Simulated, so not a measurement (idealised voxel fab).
This section sets out a process module, namely voxel capacitor over wiring.
Square cells of 5 nm make up the cross-section cut, whose width is 230 nm.
Just so we're on the same page, the cross-sections are grids of square cells, and they're listed out in bands top to bottom, each band one or more rows deep. Heads up on the band format: heights come first, top then bottom, in nm. After that it's the materials left to right, each with its width in nm. A single material flagged "all across" fills the whole band edge to edge, and "blank" means there's empty space there. Counting heights begins at 0, where everything beneath is, in the wafer as received, one material. The lowest band has no bottom; it goes on downwards, as "from 0 down" shows. With a width like "30..40", each row of cells in the band differs from the next by the same amount, the top row carrying the first number and the bottom row the second. "all unchanged", as given for a step, is the statement that not any cell of the cross-section underwent a change during that step. The entry titled "Sealed-off cavities" provides the empty spaces that have no open way to the top, restricted to those of 8 cells or more. Each is presented as width x height at distance, the distance being measured from the left edge, with all three in nm. That trailing text on a step's line, after the settings, is the simulator's own remark on the step. The setting "overlay nm" may be written on the line of a step. When the step uses a mask, the value reports how far to the right of the planned place the mask lay, and a negative value reports that it lay to the left. Each pair below shows a cross-section before one step and the cross-section after it, down to the lowest band that changed. The line under each pair gives the step between them, with its settings. The pairs can come from different runs of this module on the same starting wafer, so a pair continues from the pair above only where its "Pre-step view" says so.

**Pre-step view**
* from 0 down  Si all across
* Sealed-off cavities: none

**after**
* from 5 to 0  SiN all across
* Note: structure below 0 unchanged.
* Sealed-off cavities: none
Which operation links the two cross-sections above? CONFORMAL_DEP [material SiN] [thk nm 5]

Pre-step view: taken from the pair above, after panel.

**after**
* from 15 to 5  SiO2 all across
* Note: structure below 5 unchanged.
* Sealed-off cavities: none
Which operation links the two cross-sections above? CONFORMAL_DEP [material SiO2] [thk nm 10]

Pre-step view: taken from the pair above, after panel.

**after**
* from 40 to 5  SiO2 all across
* Note: structure below 5 unchanged.
* Sealed-off cavities: none
Which operation links the two cross-sections above? DIRECTIONAL_DEP [material SiO2] [thk nm 25]

Pre-step view: taken from the pair above, after panel.

**after**
* from 50 to 40  aC all across
* Note: structure below 40 unchanged.
* Sealed-off cavities: none
Which operation links the two cross-sections above? DIRECTIONAL_DEP [material aC] [thk nm 10]

Pre-step view: taken from the pair above, after panel.

**after**
* from 80 to 50  60 nm resist | 20 nm blank | 70 nm resist | 20 nm blank | 60 nm resist
* Note: structure below 50 unchanged.
* Sealed-off cavities: none
Which operation links the two cross-sections above? PATTERN [tone open] [mask id METAL_1] [material resist] [width nm 20] [pitch nm 90] [thk nm 30] [overlay nm 0]

Pre-step view: taken from the pair above, after panel.

**after**
* from 70 to 50  60 nm resist | 20 nm blank | 70 nm resist | 20 nm blank | 60 nm resist
* from 50 to 40  60 nm aC | 20 nm blank | 70 nm aC | 20 nm blank | 60 nm aC
* Note: structure below 40 unchanged.
* Sealed-off cavities: none
Which operation links the two cross-sections above? DIRECTIONAL_ETCH [etch materials aC] [depth nm 10]

Pre-step view: taken from the pair above, after panel.

**after**
* from 50 to 40  60 nm aC | 20 nm blank | 70 nm aC | 20 nm blank | 60 nm aC
* Note: structure below 40 unchanged.
* Sealed-off cavities: none
Which operation links the two cross-sections above? STRIP [etch materials resist]

Pre-step view: taken from the pair above, after panel.

**after**
* from 50 to 40  60 nm aC | 20 nm blank | 70 nm aC | 20 nm blank | 60 nm aC
* from 40 to 15  60 nm SiO2 | 20 nm blank | 70 nm SiO2 | 20 nm blank | 60 nm SiO2
* Note: structure below 15 unchanged.
* Sealed-off cavities: none
Which operation links the two cross-sections above? DIRECTIONAL_ETCH [etch materials SiO2] [depth nm 25]

Pre-step view: taken from the pair above, after panel.

**after**
* from 40 to 15  60 nm SiO2 | 20 nm blank | 70 nm SiO2 | 20 nm blank | 60 nm SiO2
* Note: structure below 15 unchanged.
* Sealed-off cavities: none
Which operation links the two cross-sections above? STRIP [etch materials aC]

Pre-step view: taken from the pair above, after panel.

**after**
* from 45 to 40  65 nm TiN | 10 nm blank | 80 nm TiN | 10 nm blank | 65 nm TiN
* from 40 to 20  60 nm SiO2 | 5 nm TiN | 10 nm blank | 5 nm TiN | 70 nm SiO2 | 5 nm TiN | 10 nm blank | 5 nm TiN | 60 nm SiO2
* from 20 to 15  60 nm SiO2 | 20 nm TiN | 70 nm SiO2 | 20 nm TiN | 60 nm SiO2
* Note: structure below 15 unchanged.
* Sealed-off cavities: none
Which operation links the two cross-sections above? CONFORMAL_DEP [material TiN] [thk nm 5]

Pre-step view: taken from the pair above, after panel.

**after**
* from 50 to 45  Cu all across
* from 45 to 40  65 nm TiN | 10 nm Cu | 80 nm TiN | 10 nm Cu | 65 nm TiN
* from 40 to 20  60 nm SiO2 | 5 nm TiN | 10 nm Cu | 5 nm TiN | 70 nm SiO2 | 5 nm TiN | 10 nm Cu | 5 nm TiN | 60 nm SiO2
* Note: structure below 20 unchanged.
* Sealed-off cavities: none
Which operation links the two cross-sections above? FILL_DEP [material Cu] [thk nm 5]

Pre-step view: taken from the pair above, after panel.

**after**
* from 40 to 20  60 nm SiO2 | 5 nm TiN | 10 nm Cu | 5 nm TiN | 70 nm SiO2 | 5 nm TiN | 10 nm Cu | 5 nm TiN | 60 nm SiO2
* Note: structure below 20 unchanged.
* Sealed-off cavities: none
Which operation links the two cross-sections above? CMP [height nm 40]

Pre-step view: taken from the pair above, after panel.

**after**
* from 45 to 40  SiCN all across
* Note: structure below 40 unchanged.
* Sealed-off cavities: none
Which operation links the two cross-sections above? CONFORMAL_DEP [material SiCN] [thk nm 5]

Pre-step view: taken from the pair above, after panel.

**after**
* from 65 to 45  lowk all across
* Note: structure below 45 unchanged.
* Sealed-off cavities: none
Which operation links the two cross-sections above? DIRECTIONAL_DEP [material lowk] [thk nm 20]

Pre-step view: taken from the pair above, after panel.

**after**
* from 75 to 65  aC all across
* Note: structure below 65 unchanged.
* Sealed-off cavities: none
Which operation links the two cross-sections above? DIRECTIONAL_DEP [material aC] [thk nm 10]

Pre-step view: taken from the pair above, after panel.

**after**
* from 100 to 75  65 nm resist | 15 nm blank | 150 nm resist
* Note: structure below 75 unchanged.
* Sealed-off cavities: none
Which operation links the two cross-sections above? PATTERN [tone open] [mask id PLUG_1] [material resist] [width nm 15] [thk nm 25] [overlay nm 0]

Pre-step view: taken from the pair above, after panel.

**after**
* from 90 to 75  65 nm resist | 15 nm blank | 150 nm resist
* from 75 to 65  65 nm aC | 15 nm blank | 150 nm aC
* Note: structure below 65 unchanged.
* Sealed-off cavities: none
Which operation links the two cross-sections above? DIRECTIONAL_ETCH [etch materials aC] [depth nm 10]

Pre-step view: taken from the pair above, after panel.

**after**
* from 75 to 65  65 nm aC | 15 nm blank | 150 nm aC
* Note: structure below 65 unchanged.
* Sealed-off cavities: none
Which operation links the two cross-sections above? STRIP [etch materials resist]

Pre-step view: taken from the pair above, after panel.

**after**
* from 75 to 65  65 nm aC | 15 nm blank | 150 nm aC
* from 65 to 45  65 nm lowk | 15 nm blank | 150 nm lowk
* Note: structure below 45 unchanged.
* Sealed-off cavities: none
Which operation links the two cross-sections above? DIRECTIONAL_ETCH [etch materials lowk] [depth nm 20]

Pre-step view: taken from the pair above, after panel.

**after**
* from 75 to 65  65 nm aC | 15 nm blank | 150 nm aC
* from 65 to 45  65 nm lowk | 15 nm blank | 150 nm lowk
* from 45 to 40  65 nm SiCN | 15 nm blank | 150 nm SiCN
* Note: structure below 40 unchanged.
* Sealed-off cavities: none
Which operation links the two cross-sections above? DIRECTIONAL_ETCH [etch materials SiCN] [depth nm 5]

Pre-step view: taken from the pair above, after panel.

**after**
* from 65 to 45  65 nm lowk | 15 nm blank | 150 nm lowk
* Note: structure below 45 unchanged.
* Sealed-off cavities: none
Which operation links the two cross-sections above? STRIP [etch materials aC]

Pre-step view: taken from the pair above, after panel.

**after**
* from 70 to 65  70 nm TiN | 5 nm blank | 155 nm TiN
* from 65 to 45  65 nm lowk | 5 nm TiN | 5 nm blank | 5 nm TiN | 150 nm lowk
* from 45 to 40  65 nm SiCN | 15 nm TiN | 150 nm SiCN
* Note: structure below 40 unchanged.
* Sealed-off cavities: none
Which operation links the two cross-sections above? CONFORMAL_DEP [material TiN] [thk nm 5]

Pre-step view: taken from the pair above, after panel.

**after**
* from 80 to 70  W all across
* from 70 to 65  70 nm TiN | 5 nm W | 155 nm TiN
* from 65 to 45  65 nm lowk | 5 nm TiN | 5 nm W | 5 nm TiN | 150 nm lowk
* Note: structure below 45 unchanged.
* Sealed-off cavities: none
Which operation links the two cross-sections above? FILL_DEP [material W] [thk nm 10]

Pre-step view: taken from the pair above, after panel.

**after**
* from 65 to 45  65 nm lowk | 5 nm TiN | 5 nm W | 5 nm TiN | 150 nm lowk
* Note: structure below 45 unchanged.
* Sealed-off cavities: none
Which operation links the two cross-sections above? CMP [height nm 65]

Pre-step view: taken from the pair above, after panel.

**after**
* from 75 to 65  TiN all across
* Note: structure below 65 unchanged.
* Sealed-off cavities: none
Which operation links the two cross-sections above? DIRECTIONAL_DEP [material TiN] [thk nm 10]

Pre-step view: taken from the pair above, after panel.

**after**
* from 80 to 75  HfO2 all across
* Note: structure below 75 unchanged.
* Sealed-off cavities: none
Which operation links the two cross-sections above? DIRECTIONAL_DEP [material HfO2] [thk nm 5]

Pre-step view: taken from the pair above, after panel.

**after**
* from 85 to 80  TiN all across
* Note: structure below 80 unchanged.
* Sealed-off cavities: none
Which operation links the two cross-sections above? DIRECTIONAL_DEP [material TiN] [thk nm 5]

Pre-step view: taken from the pair above, after panel.

**after**
* from 100 to 85  aC all across
* Note: structure below 85 unchanged.
* Sealed-off cavities: none
Which operation links the two cross-sections above? DIRECTIONAL_DEP [material aC] [thk nm 15]

Pre-step view: taken from the pair above, after panel.

**after**
* from 135 to 100  65 nm blank | 75 nm resist | 90 nm blank
* Note: structure below 100 unchanged.
* Sealed-off cavities: none
Which operation links the two cross-sections above? PATTERN [tone cover] [mask id UPPER_PLATE] [material resist] [width nm 75] [thk nm 35] [overlay nm 0]

Pre-step view: taken from the pair above, after panel.

**after**
* from 120 to 100  65 nm blank | 75 nm resist | 90 nm blank
* from 100 to 85  65 nm blank | 75 nm aC | 90 nm blank
* Note: structure below 85 unchanged.
* Sealed-off cavities: none
Which operation links the two cross-sections above? DIRECTIONAL_ETCH [etch materials aC] [depth nm 15]

Pre-step view: taken from the pair above, after panel.

**after**
* from 100 to 85  65 nm blank | 75 nm aC | 90 nm blank
* Note: structure below 85 unchanged.
* Sealed-off cavities: none
Which operation links the two cross-sections above? STRIP [etch materials resist]

Pre-step view: taken from the pair above, after panel.

**after**
* from 100 to 85  65 nm blank | 75 nm aC | 90 nm blank
* from 85 to 80  65 nm blank | 75 nm TiN | 90 nm blank
* Note: structure below 80 unchanged.
* Sealed-off cavities: none
Which operation links the two cross-sections above? DIRECTIONAL_ETCH [etch materials TiN] [depth nm 5]

Pre-step view: taken from the pair above, after panel.

**after**
* from 100 to 85  65 nm blank | 75 nm aC | 90 nm blank
* from 85 to 80  65 nm blank | 75 nm TiN | 90 nm blank
* from 80 to 75  65 nm blank | 75 nm HfO2 | 90 nm blank
* Note: structure below 75 unchanged.
* Sealed-off cavities: none
Which operation links the two cross-sections above? DIRECTIONAL_ETCH [etch materials HfO2] [depth nm 5]

Pre-step view: taken from the pair above, after panel.

**after**
* from 85 to 80  65 nm blank | 75 nm TiN | 90 nm blank
* Note: structure below 80 unchanged.
* Sealed-off cavities: none
Which operation links the two cross-sections above? STRIP [etch materials aC]

Pre-step view: taken from the pair above, after panel.

**after**
* from 105 to 85  60 nm blank | 85 nm resist | 85 nm blank
* from 85 to 80  60 nm blank | 5 nm resist | 75 nm TiN | 5 nm resist | 85 nm blank
* from 80 to 75  60 nm blank | 5 nm resist | 75 nm HfO2 | 5 nm resist | 85 nm blank
* Note: structure below 75 unchanged.
* Sealed-off cavities: none
Which operation links the two cross-sections above? PATTERN [tone cover] [mask id LOWER_PLATE] [material resist] [width nm 85] [thk nm 20] [overlay nm 0]

Pre-step view: taken from the pair above, after panel.

**after**
* from 105 to 85  60 nm blank | 85 nm resist | 85 nm blank
* from 85 to 80  60 nm blank | 5 nm resist | 75 nm TiN | 5 nm resist | 85 nm blank
* from 80 to 75  60 nm blank | 5 nm resist | 75 nm HfO2 | 5 nm resist | 85 nm blank
* from 75 to 65  60 nm blank | 85 nm TiN | 85 nm blank
* Note: structure below 65 unchanged.
* Sealed-off cavities: none
Which operation links the two cross-sections above? DIRECTIONAL_ETCH [etch materials TiN] [depth nm 10]

Pre-step view: taken from the pair above, after panel.

**after**
* from 85 to 80  65 nm blank | 75 nm TiN | 90 nm blank
* from 80 to 75  65 nm blank | 75 nm HfO2 | 90 nm blank
* Note: structure below 75 unchanged.
* Sealed-off cavities: none
Which operation links the two cross-sections above? STRIP [etch materials resist]

Pre-step view: taken from the pair above, after panel.

**after**
* from 100 to 85  SiO2 all across
* from 85 to 80  65 nm SiO2 | 75 nm TiN | 90 nm SiO2
* from 80 to 75  65 nm SiO2 | 75 nm HfO2 | 90 nm SiO2
* from 75 to 65  60 nm SiO2 | 85 nm TiN | 85 nm SiO2
* Note: structure below 65 unchanged.
* Sealed-off cavities: none
Which operation links the two cross-sections above? FILL_DEP [material SiO2] [thk nm 15]

Pre-step view: taken from the pair above, after panel.

**after**
* from 95 to 85  SiO2 all across
* Note: structure below 85 unchanged.
* Sealed-off cavities: none
Which operation links the two cross-sections above? CMP [height nm 95]

Pre-step view: taken from the pair above, after panel.

**after**
* from 95 to 85  75 nm SiO2 | 15 nm blank | 140 nm SiO2
* Note: structure below 85 unchanged.
* Sealed-off cavities: none
Which operation links the two cross-sections above? MASKED_ETCH [tone open] [mask id PLUG_2] [width nm 15] [etch materials SiO2] [depth nm 10] [overlay nm 0]

Pre-step view: taken from the pair above, after panel.

**after**
* from 100 to 95  80 nm TiN | 5 nm blank | 145 nm TiN
* from 95 to 90  75 nm SiO2 | 5 nm TiN | 5 nm blank | 5 nm TiN | 140 nm SiO2
* from 90 to 80  75..65 nm SiO2 | 15..75 nm TiN | 140..90 nm SiO2
* Note: structure below 80 unchanged.
* Sealed-off cavities: none
Which operation links the two cross-sections above? CONFORMAL_DEP [material TiN] [thk nm 5]

Pre-step view: taken from the pair above, after panel.

**after**
* from 110 to 100  W all across
* from 100 to 95  80 nm TiN | 5 nm W | 145 nm TiN
* from 95 to 90  75 nm SiO2 | 5 nm TiN | 5 nm W | 5 nm TiN | 140 nm SiO2
* Note: structure below 90 unchanged.
* Sealed-off cavities: none
Which operation links the two cross-sections above? FILL_DEP [material W] [thk nm 10]

Pre-step view: taken from the pair above, after panel.

**after**
* from 95 to 90  75 nm SiO2 | 5 nm TiN | 5 nm W | 5 nm TiN | 140 nm SiO2
* Note: structure below 90 unchanged.
* Sealed-off cavities: none
Which operation links the two cross-sections above? CMP [height nm 95]

Pre-step view: taken from the pair above, after panel.

**after**
* from 100 to 95  SiN all across
* Note: structure below 95 unchanged.
* Sealed-off cavities: none
Which operation links the two cross-sections above? CONFORMAL_DEP [material SiN] [thk nm 5]

**Pre-step view**
* from 40 to 15  60 nm SiO2 | 5 nm TiN | 10 nm Cu | 5 nm TiN | 70 nm SiO2 | 5 nm TiN | 10 nm Cu | 5 nm TiN | 60 nm SiO2
* from 15 to 10  60 nm SiN | 20 nm TiN | 70 nm SiN | 20 nm TiN | 60 nm SiN
* from 10 to 0  SiO2 all across
* from 0 down  Si all across
* Sealed-off cavities: none

**after**
* from 55 to 40  SiCN all across
* Note: structure below 40 unchanged.
* Sealed-off cavities: none
Which operation links the two cross-sections above? CONFORMAL_DEP [material SiCN] [thk nm 15]

Pre-step view: taken from the pair above, after panel.

**after**
* from 75 to 55  lowk all across
* Note: structure below 55 unchanged.
* Sealed-off cavities: none
Which operation links the two cross-sections above? DIRECTIONAL_DEP [material lowk] [thk nm 20]

Pre-step view: taken from the pair above, after panel.

**after**
* from 85 to 75  aC all across
* Note: structure below 75 unchanged.
* Sealed-off cavities: none
Which operation links the two cross-sections above? DIRECTIONAL_DEP [material aC] [thk nm 10]

Pre-step view: taken from the pair above, after panel.

**after**
* from 110 to 85  65 nm resist | 15 nm blank | 150 nm resist
* Note: structure below 85 unchanged.
* Sealed-off cavities: none
Which operation links the two cross-sections above? PATTERN [tone open] [mask id PLUG_1] [material resist] [width nm 15] [thk nm 25] [overlay nm 0]

Pre-step view: taken from the pair above, after panel.

**after**
* from 100 to 85  65 nm resist | 15 nm blank | 150 nm resist
* from 85 to 75  65 nm aC | 15 nm blank | 150 nm aC
* Note: structure below 75 unchanged.
* Sealed-off cavities: none
Which operation links the two cross-sections above? DIRECTIONAL_ETCH [etch materials aC] [depth nm 10]

Pre-step view: taken from the pair above, after panel.

**after**
* from 85 to 75  65 nm aC | 15 nm blank | 150 nm aC
* Note: structure below 75 unchanged.
* Sealed-off cavities: none
Which operation links the two cross-sections above? STRIP [etch materials resist]

Pre-step view: taken from the pair above, after panel.

**after**
* from 85 to 75  65 nm aC | 15 nm blank | 150 nm aC
* from 75 to 55  65 nm lowk | 15 nm blank | 150 nm lowk
* Note: structure below 55 unchanged.
* Sealed-off cavities: none
Which operation links the two cross-sections above? DIRECTIONAL_ETCH [etch materials lowk] [depth nm 20]

Pre-step view: taken from the pair above, after panel.

**after**
* from 85 to 75  65 nm aC | 15 nm blank | 150 nm aC
* from 75 to 55  65 nm lowk | 15 nm blank | 150 nm lowk
* from 55 to 50  65 nm SiCN | 15 nm blank | 150 nm SiCN
* Note: structure below 50 unchanged.
* Sealed-off cavities: none
Which operation links the two cross-sections above? DIRECTIONAL_ETCH [etch materials SiCN] [depth nm 5]

Pre-step view: taken from the pair above, after panel.

**after**
* from 75 to 55  65 nm lowk | 15 nm blank | 150 nm lowk
* Note: structure below 55 unchanged.
* Sealed-off cavities: none
Which operation links the two cross-sections above? STRIP [etch materials aC]

Pre-step view: taken from the pair above, after panel.

**after**
* from 80 to 75  70 nm TiN | 5 nm blank | 155 nm TiN
* from 75 to 55  65 nm lowk | 5 nm TiN | 5 nm blank | 5 nm TiN | 150 nm lowk
* from 55 to 50  65 nm SiCN | 15 nm TiN | 150 nm SiCN
* Note: structure below 50 unchanged.
* Sealed-off cavities: none
Which operation links the two cross-sections above? CONFORMAL_DEP [material TiN] [thk nm 5]

Pre-step view: taken from the pair above, after panel.

**after**
* from 90 to 80  W all across
* from 80 to 75  70 nm TiN | 5 nm W | 155 nm TiN
* from 75 to 55  65 nm lowk | 5 nm TiN | 5 nm W | 5 nm TiN | 150 nm lowk
* Note: structure below 55 unchanged.
* Sealed-off cavities: none
Which operation links the two cross-sections above? FILL_DEP [material W] [thk nm 10]

Pre-step view: taken from the pair above, after panel.

**after**
* from 65 to 55  65 nm lowk | 5 nm TiN | 5 nm W | 5 nm TiN | 150 nm lowk
* Note: structure below 55 unchanged.
* Sealed-off cavities: none
Which operation links the two cross-sections above? CMP [height nm 65]

Pre-step view: taken from the pair above, after panel.

**after**
* from 75 to 65  TiN all across
* Note: structure below 65 unchanged.
* Sealed-off cavities: none
Which operation links the two cross-sections above? DIRECTIONAL_DEP [material TiN] [thk nm 10]

Pre-step view: taken from the pair above, after panel.

**after**
* from 80 to 75  HfO2 all across
* Note: structure below 75 unchanged.
* Sealed-off cavities: none
Which operation links the two cross-sections above? DIRECTIONAL_DEP [material HfO2] [thk nm 5]

Pre-step view: taken from the pair above, after panel.

**after**
* from 85 to 80  TiN all across
* Note: structure below 80 unchanged.
* Sealed-off cavities: none
Which operation links the two cross-sections above? DIRECTIONAL_DEP [material TiN] [thk nm 5]

Pre-step view: taken from the pair above, after panel.

**after**
* from 100 to 85  aC all across
* Note: structure below 85 unchanged.
* Sealed-off cavities: none
Which operation links the two cross-sections above? DIRECTIONAL_DEP [material aC] [thk nm 15]

Pre-step view: taken from the pair above, after panel.

**after**
* from 135 to 100  65 nm blank | 75 nm resist | 90 nm blank
* Note: structure below 100 unchanged.
* Sealed-off cavities: none
Which operation links the two cross-sections above? PATTERN [tone cover] [mask id UPPER_PLATE] [material resist] [width nm 75] [thk nm 35] [overlay nm 0]

Pre-step view: taken from the pair above, after panel.

**after**
* from 120 to 100  65 nm blank | 75 nm resist | 90 nm blank
* from 100 to 85  65 nm blank | 75 nm aC | 90 nm blank
* Note: structure below 85 unchanged.
* Sealed-off cavities: none
Which operation links the two cross-sections above? DIRECTIONAL_ETCH [etch materials aC] [depth nm 15]

Pre-step view: taken from the pair above, after panel.

**after**
* from 100 to 85  65 nm blank | 75 nm aC | 90 nm blank
* Note: structure below 85 unchanged.
* Sealed-off cavities: none
Which operation links the two cross-sections above? STRIP [etch materials resist]

Pre-step view: taken from the pair above, after panel.

**after**
* from 100 to 85  65 nm blank | 75 nm aC | 90 nm blank
* from 85 to 80  65 nm blank | 75 nm TiN | 90 nm blank
* Note: structure below 80 unchanged.
* Sealed-off cavities: none
Which operation links the two cross-sections above? DIRECTIONAL_ETCH [etch materials TiN] [depth nm 5]

Pre-step view: taken from the pair above, after panel.

**after**
* from 100 to 85  65 nm blank | 75 nm aC | 90 nm blank
* from 85 to 80  65 nm blank | 75 nm TiN | 90 nm blank
* from 80 to 75  65 nm blank | 75 nm HfO2 | 90 nm blank
* Note: structure below 75 unchanged.
* Sealed-off cavities: none
Which operation links the two cross-sections above? DIRECTIONAL_ETCH [etch materials HfO2] [depth nm 5]

Pre-step view: taken from the pair above, after panel.

**after**
* from 85 to 80  65 nm blank | 75 nm TiN | 90 nm blank
* Note: structure below 80 unchanged.
* Sealed-off cavities: none
Which operation links the two cross-sections above? STRIP [etch materials aC]

Pre-step view: taken from the pair above, after panel.

**after**
* from 105 to 85  60 nm blank | 85 nm resist | 85 nm blank
* from 85 to 80  60 nm blank | 5 nm resist | 75 nm TiN | 5 nm resist | 85 nm blank
* from 80 to 75  60 nm blank | 5 nm resist | 75 nm HfO2 | 5 nm resist | 85 nm blank
* Note: structure below 75 unchanged.
* Sealed-off cavities: none
Which operation links the two cross-sections above? PATTERN [tone cover] [mask id LOWER_PLATE] [material resist] [width nm 85] [thk nm 20] [overlay nm 0]

Pre-step view: taken from the pair above, after panel.

**after**
* from 105 to 85  60 nm blank | 85 nm resist | 85 nm blank
* from 85 to 80  60 nm blank | 5 nm resist | 75 nm TiN | 5 nm resist | 85 nm blank
* from 80 to 75  60 nm blank | 5 nm resist | 75 nm HfO2 | 5 nm resist | 85 nm blank
* from 75 to 65  60 nm blank | 85 nm TiN | 85 nm blank
* Note: structure below 65 unchanged.
* Sealed-off cavities: none
Which operation links the two cross-sections above? DIRECTIONAL_ETCH [etch materials TiN] [depth nm 10]

Pre-step view: taken from the pair above, after panel.

**after**
* from 85 to 80  65 nm blank | 75 nm TiN | 90 nm blank
* from 80 to 75  65 nm blank | 75 nm HfO2 | 90 nm blank
* Note: structure below 75 unchanged.
* Sealed-off cavities: none
Which operation links the two cross-sections above? STRIP [etch materials resist]

Pre-step view: taken from the pair above, after panel.

**after**
* from 100 to 85  SiO2 all across
* from 85 to 80  65 nm SiO2 | 75 nm TiN | 90 nm SiO2
* from 80 to 75  65 nm SiO2 | 75 nm HfO2 | 90 nm SiO2
* from 75 to 65  60 nm SiO2 | 85 nm TiN | 85 nm SiO2
* Note: structure below 65 unchanged.
* Sealed-off cavities: none
Which operation links the two cross-sections above? FILL_DEP [material SiO2] [thk nm 15]

Pre-step view: taken from the pair above, after panel.

**after**
* from 95 to 85  SiO2 all across
* Note: structure below 85 unchanged.
* Sealed-off cavities: none
Which operation links the two cross-sections above? CMP [height nm 95]

Pre-step view: taken from the pair above, after panel.

**after**
* from 95 to 85  75 nm SiO2 | 15 nm blank | 140 nm SiO2
* Note: structure below 85 unchanged.
* Sealed-off cavities: none
Which operation links the two cross-sections above? MASKED_ETCH [tone open] [mask id PLUG_2] [width nm 15] [etch materials SiO2] [depth nm 10] [overlay nm 0]

Pre-step view: taken from the pair above, after panel.

**after**
* from 100 to 95  80 nm TiN | 5 nm blank | 145 nm TiN
* from 95 to 90  75 nm SiO2 | 5 nm TiN | 5 nm blank | 5 nm TiN | 140 nm SiO2
* from 90 to 80  75..65 nm SiO2 | 15..75 nm TiN | 140..90 nm SiO2
* Note: structure below 80 unchanged.
* Sealed-off cavities: none
Which operation links the two cross-sections above? CONFORMAL_DEP [material TiN] [thk nm 5]

Pre-step view: taken from the pair above, after panel.

**after**
* from 110 to 100  W all across
* from 100 to 95  80 nm TiN | 5 nm W | 145 nm TiN
* from 95 to 90  75 nm SiO2 | 5 nm TiN | 5 nm W | 5 nm TiN | 140 nm SiO2
* Note: structure below 90 unchanged.
* Sealed-off cavities: none
Which operation links the two cross-sections above? FILL_DEP [material W] [thk nm 10]

Pre-step view: taken from the pair above, after panel.

**after**
* from 95 to 90  75 nm SiO2 | 5 nm TiN | 5 nm W | 5 nm TiN | 140 nm SiO2
* Note: structure below 90 unchanged.
* Sealed-off cavities: none
Which operation links the two cross-sections above? CMP [height nm 95]

Pre-step view: taken from the pair above, after panel.

**after**
* from 100 to 95  SiN all across
* Note: structure below 95 unchanged.
* Sealed-off cavities: none
Which operation links the two cross-sections above? CONFORMAL_DEP [material SiN] [thk nm 5]

**Pre-step view**
* from 75 to 65  aC all across
* from 65 to 45  lowk all across
* from 45 to 40  SiCN all across
* from 40 to 15  60 nm SiO2 | 5 nm TiN | 10 nm Cu | 5 nm TiN | 70 nm SiO2 | 5 nm TiN | 10 nm Cu | 5 nm TiN | 60 nm SiO2
* from 15 to 10  60 nm SiN | 20 nm TiN | 70 nm SiN | 20 nm TiN | 60 nm SiN
* from 10 to 0  SiO2 all across
* from 0 down  Si all across
* Sealed-off cavities: none

**after**
* from 100 to 75  65 nm resist | 20 nm blank | 145 nm resist
* Note: structure below 75 unchanged.
* Sealed-off cavities: none
Which operation links the two cross-sections above? PATTERN [tone open] [mask id PLUG_1] [material resist] [width nm 20] [thk nm 25] [overlay nm 0]

Pre-step view: taken from the pair above, after panel.

**after**
* from 90 to 75  65 nm resist | 20 nm blank | 145 nm resist
* from 75 to 65  65 nm aC | 20 nm blank | 145 nm aC
* Note: structure below 65 unchanged.
* Sealed-off cavities: none
Which operation links the two cross-sections above? DIRECTIONAL_ETCH [etch materials aC] [depth nm 10]

Pre-step view: taken from the pair above, after panel.

**after**
* from 75 to 65  65 nm aC | 20 nm blank | 145 nm aC
* Note: structure below 65 unchanged.
* Sealed-off cavities: none
Which operation links the two cross-sections above? STRIP [etch materials resist]

Pre-step view: taken from the pair above, after panel.

**after**
* from 75 to 65  65 nm aC | 20 nm blank | 145 nm aC
* from 65 to 45  65 nm lowk | 20 nm blank | 145 nm lowk
* Note: structure below 45 unchanged.
* Sealed-off cavities: none
Which operation links the two cross-sections above? DIRECTIONAL_ETCH [etch materials lowk] [depth nm 20]

Pre-step view: taken from the pair above, after panel.

**after**
* from 75 to 65  65 nm aC | 20 nm blank | 145 nm aC
* from 65 to 45  65 nm lowk | 20 nm blank | 145 nm lowk
* from 45 to 40  65 nm SiCN | 20 nm blank | 145 nm SiCN
* Note: structure below 40 unchanged.
* Sealed-off cavities: none
Which operation links the two cross-sections above? DIRECTIONAL_ETCH [etch materials SiCN] [depth nm 5]

Pre-step view: taken from the pair above, after panel.

**after**
* from 65 to 45  65 nm lowk | 20 nm blank | 145 nm lowk
* Note: structure below 45 unchanged.
* Sealed-off cavities: none
Which operation links the two cross-sections above? STRIP [etch materials aC]

Pre-step view: taken from the pair above, after panel.

**after**
* from 70 to 65  70 nm TiN | 10 nm blank | 150 nm TiN
* from 65 to 45  65 nm lowk | 5 nm TiN | 10 nm blank | 5 nm TiN | 145 nm lowk
* from 45 to 40  65 nm SiCN | 20 nm TiN | 145 nm SiCN
* Note: structure below 40 unchanged.
* Sealed-off cavities: none
Which operation links the two cross-sections above? CONFORMAL_DEP [material TiN] [thk nm 5]

Pre-step view: taken from the pair above, after panel.

**after**
* from 80 to 70  W all across
* from 70 to 65  70 nm TiN | 10 nm W | 150 nm TiN
* from 65 to 45  65 nm lowk | 5 nm TiN | 10 nm W | 5 nm TiN | 145 nm lowk
* Note: structure below 45 unchanged.
* Sealed-off cavities: none
Which operation links the two cross-sections above? FILL_DEP [material W] [thk nm 10]

Pre-step view: taken from the pair above, after panel.

**after**
* from 65 to 45  65 nm lowk | 5 nm TiN | 10 nm W | 5 nm TiN | 145 nm lowk
* Note: structure below 45 unchanged.
* Sealed-off cavities: none
Which operation links the two cross-sections above? CMP [height nm 65]

Pre-step view: taken from the pair above, after panel.

**after**
* from 75 to 65  TiN all across
* Note: structure below 65 unchanged.
* Sealed-off cavities: none
Which operation links the two cross-sections above? DIRECTIONAL_DEP [material TiN] [thk nm 10]

Pre-step view: taken from the pair above, after panel.

**after**
* from 80 to 75  HfO2 all across
* Note: structure below 75 unchanged.
* Sealed-off cavities: none
Which operation links the two cross-sections above? DIRECTIONAL_DEP [material HfO2] [thk nm 5]

Pre-step view: taken from the pair above, after panel.

**after**
* from 85 to 80  TiN all across
* Note: structure below 80 unchanged.
* Sealed-off cavities: none
Which operation links the two cross-sections above? DIRECTIONAL_DEP [material TiN] [thk nm 5]

Pre-step view: taken from the pair above, after panel.

**after**
* from 100 to 85  aC all across
* Note: structure below 85 unchanged.
* Sealed-off cavities: none
Which operation links the two cross-sections above? DIRECTIONAL_DEP [material aC] [thk nm 15]

Pre-step view: taken from the pair above, after panel.

**after**
* from 135 to 100  65 nm blank | 75 nm resist | 90 nm blank
* Note: structure below 100 unchanged.
* Sealed-off cavities: none
Which operation links the two cross-sections above? PATTERN [tone cover] [mask id UPPER_PLATE] [material resist] [width nm 75] [thk nm 35] [overlay nm 0]

Pre-step view: taken from the pair above, after panel.

**after**
* from 120 to 100  65 nm blank | 75 nm resist | 90 nm blank
* from 100 to 85  65 nm blank | 75 nm aC | 90 nm blank
* Note: structure below 85 unchanged.
* Sealed-off cavities: none
Which operation links the two cross-sections above? DIRECTIONAL_ETCH [etch materials aC] [depth nm 15]

Pre-step view: taken from the pair above, after panel.

**after**
* from 100 to 85  65 nm blank | 75 nm aC | 90 nm blank
* Note: structure below 85 unchanged.
* Sealed-off cavities: none
Which operation links the two cross-sections above? STRIP [etch materials resist]
